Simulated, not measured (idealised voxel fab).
The document below concerns the process module designated voxel transistor to metal.
Square cell edge 5 nm, section width 145 nm, ID cut.
In what follows, cross-sections appear as grids of square cells, described through bands that run from the top down, where every band is one or more rows of cells. Look at the band entry: it leads with the top's height and the bottom's height in nm. Then it lists the materials left to right, with a width in nm for each. The word "throughout" on a single material says that material fills the band edge to edge. The word "empty" is empty space. Basically, 0 is our baseline, since under it the wafer straight out of the box is all one material. The bottom band has no lower end and keeps on going down, so it looks like "0..down". Top row gets the first number, bottom row gets the second, and each row in between changes by the same step: that is how a band width like "30 to 40" works. "no alteration" (step): cross-section cells unchanged, all of them. Each empty space that has no open way to the top and spans at least 8 cells appears under "Closed cavities" as width x height at distance, the distance counted from the left edge, all in nm. Text after the settings on a step's line: the simulator's own remark on that step. Each step line may optionally specify "overlay nm", which for a step with a mask gives the rightward distance between the mask's planned place and where it lay, a negative value indicating the leftward direction.

Below is the list of planned process steps:
- 1: RECEIVE,material Si
- 2: OXIDIZE,depth nm 5
- 3: CONFORMAL_DEP,material SiN,thk nm 10
- 4: MASKED_ETCH,tone cover,mask id ACTIVE,width nm 95,etch materials SiN,depth nm 10,overlay nm 0
- 5: MASKED_ETCH,tone cover,mask id ACTIVE,width nm 95,etch materials SiO2,depth nm 5,overlay nm 0
- 6: MASKED_ETCH,tone cover,mask id ACTIVE,width nm 95,etch materials Si,depth nm 20,overlay nm 0
- 7: FILL_DEP,material SiO2,thk nm 10
- 8: CMP,height nm 10
- 9: SELECTIVE_ETCH,etch materials SiO2,depth nm 5
- 10: STRIP,etch materials SiN
- 11: SELECTIVE_ETCH,etch materials SiO2,depth nm 5
- 12: OXIDIZE,depth nm 5
- 13: DIRECTIONAL_DEP,material polySi,thk nm 25
- 14: DIRECTIONAL_DEP,material SiCN,thk nm 10
- 15: MASKED_ETCH,tone cover,mask id GATE,width nm 25,etch materials SiCN,depth nm 20,overlay nm 0
- 16: MASKED_ETCH,tone cover,mask id GATE,width nm 25,etch materials polySi,depth nm 35,overlay nm 0
- 17: CONFORMAL_DEP,material SiN,thk nm 10
- 18: DIRECTIONAL_ETCH,etch materials SiN,depth nm 10
- 19: DIRECTIONAL_ETCH,etch materials SiO2,depth nm 5
- 20: DIRECTIONAL_ETCH,etch materials Si,depth nm 15
- 21: EPI,material SiGe,thk nm 20
- 22: FILL_DEP,material SiO2,thk nm 10
- 23: CMP,height nm 30
- 24: DIRECTIONAL_DEP,material SiO2,thk nm 15
- 25: DIRECTIONAL_DEP,material aC,thk nm 15
- 26: PATTERN,tone open,mask id CONTACT,material resist,width nm 25,pitch nm 60,thk nm 30,overlay nm 0
- 27: DIRECTIONAL_ETCH,etch materials aC,depth nm 15
- 28: STRIP,etch materials resist
- 29: DIRECTIONAL_ETCH,etch materials SiO2,depth nm 35
- 30: STRIP,etch materials aC
- 31: CONFORMAL_DEP,material TiN,thk nm 5
- 32: FILL_DEP,material Ru,thk nm 5
- 33: CMP,height nm 45
- 34: CONFORMAL_DEP,material SiN,thk nm 5
- 35: DIRECTIONAL_DEP,material SiO2,thk nm 20
- 36: PATTERN,tone open,mask id METAL_1,material resist,width nm 15,pitch nm 70,thk nm 15,overlay nm 0
- 37: DIRECTIONAL_ETCH,etch materials SiO2,depth nm 20
- 38: DIRECTIONAL_ETCH,etch materials SiN,depth nm 5
- 39: STRIP,etch materials resist
- 40: CONFORMAL_DEP,material TiN,thk nm 5
- 41: FILL_DEP,material W,thk nm 5
- 42: CMP,height nm 70
- 43: CONFORMAL_DEP,material SiCN,thk nm 5

Step 1 complete: cross-section of the wafer as received:
	0..down: Si throughout
	Closed cavities: none

Run as planned - first of the two wafers cross-sectioned at the end of the module:
	75..70: SiCN throughout
	70..50: 30 nm SiO2; 5 nm TiN; 5 nm W; 5 nm TiN; 55 nm SiO2; 5 nm TiN; 5 nm W; 5 nm TiN; 30 nm SiO2
	50..45: 30 nm SiN; 15 nm TiN; 55 nm SiN; 15 nm TiN; 30 nm SiN
	45..35: 30 nm SiO2; 5 nm TiN; 15 nm Ru; 5 nm TiN; 35 nm SiO2; 5 nm TiN; 15 nm Ru; 5 nm TiN; 30 nm SiO2
	35..30: 30 nm SiO2; 5 nm TiN; 10 nm Ru; 10 nm TiN; 35 nm SiO2; 10 nm TiN; 10 nm Ru; 5 nm TiN; 30 nm SiO2
	30..20: 30 nm SiO2; 5 nm TiN; 10 nm Ru; 5 nm TiN; 10 nm SiN; 25 nm SiCN; 10 nm SiN; 5 nm TiN; 10 nm Ru; 5 nm TiN; 30 nm SiO2
	20..15: 30 nm SiO2; 5 nm TiN; 10 nm Ru; 5 nm TiN; 10 nm SiN; 25 nm polySi; 10 nm SiN; 5 nm TiN; 10 nm Ru; 5 nm TiN; 30 nm SiO2
	15..10: 30 nm SiO2; 20 nm TiN; 10 nm SiN; 25 nm polySi; 10 nm SiN; 20 nm TiN; 30 nm SiO2
	10..0: 20 nm SiO2; 30 nm SiGe; 10 nm SiN; 25 nm polySi; 10 nm SiN; 30 nm SiGe; 20 nm SiO2
	0..-5: 20 nm SiO2; 10 nm SiN; 20 nm SiGe; 10 nm SiN; 25 nm polySi; 10 nm SiN; 20 nm SiGe; 10 nm SiN; 20 nm SiO2
	-5..-10: 30 nm SiO2; 20 nm SiGe; 45 nm SiO2; 20 nm SiGe; 30 nm SiO2
	-10..-25: 25 nm SiO2; 5 nm Si; 20 nm SiGe; 45 nm Si; 20 nm SiGe; 5 nm Si; 25 nm SiO2
	-25..down: Si throughout
	Closed cavities: none

Cross-section, second wafer: same start as the first, same plan as the first, one mistake in running it; taken at the end of the module:
	75..70: SiCN throughout
	70..50: 30 nm SiO2; 5 nm TiN; 5 nm W; 5 nm TiN; 55 nm SiO2; 5 nm TiN; 5 nm W; 5 nm TiN; 30 nm SiO2
	50..45: 30 nm SiN; 15 nm TiN; 55 nm SiN; 15 nm TiN; 30 nm SiN
	45..35: 30 nm SiO2; 5 nm TiN; 15 nm Ru; 5 nm TiN; 35 nm SiO2; 5 nm TiN; 15 nm Ru; 5 nm TiN; 30 nm SiO2
	35..30: 30 nm SiO2; 5 nm TiN; 10 nm Ru; 10 nm TiN; 35 nm SiO2; 10 nm TiN; 10 nm Ru; 5 nm TiN; 30 nm SiO2
	30..25: 30 nm SiO2; 5 nm TiN; 10 nm Ru; 5 nm TiN; 10 nm SiN; 25 nm SiCN; 10 nm SiN; 5 nm TiN; 10 nm Ru; 5 nm TiN; 30 nm SiO2
	25..20: 30 nm SiO2; 5 nm TiN; 10 nm Ru; 5 nm TiN; 10 nm SiN; 25 nm SiCN; 10 nm SiN; 20 nm TiN; 30 nm SiO2
	20..15: 30 nm SiO2; 5 nm TiN; 10 nm Ru; 5 nm TiN; 10 nm SiN; 35 nm polySi; 10 nm SiN; 10 nm TiN; 30 nm SiO2
	15..10: 30 nm SiO2; 20 nm TiN; 10 nm SiN; 35 nm polySi; 10 nm SiN; 10 nm TiN; 30 nm SiO2
	10..0: 20 nm SiO2; 30 nm SiGe; 10 nm SiN; 35 nm polySi; 10 nm SiN; 20 nm SiGe; 20 nm SiO2
	0..-5: 20 nm SiO2; 10 nm SiN; 20 nm SiGe; 10 nm SiN; 35 nm polySi; 10 nm SiN; 10 nm SiGe; 10 nm SiN; 20 nm SiO2
	-5..-10: 30 nm SiO2; 20 nm SiGe; 55 nm SiO2; 10 nm SiGe; 30 nm SiO2
	-10..-25: 25 nm SiO2; 5 nm Si; 20 nm SiGe; 55 nm Si; 10 nm SiGe; 5 nm Si; 25 nm SiO2
	-25..down: Si throughout
	Closed cavities: none
Where did the run depart from the plan? step 16 ran with different settings than intended, the actual operation and settings being MASKED_ETCH,tone cover,mask id GATE,width nm 25,etch materials polySi,depth nm 35,overlay nm 10
Cell-count delta at end, second wafer over first, by material: 4 fewer of Ru; 6 more of Si; 14 fewer of SiGe; 2 more of SiO2; 10 more of polySi
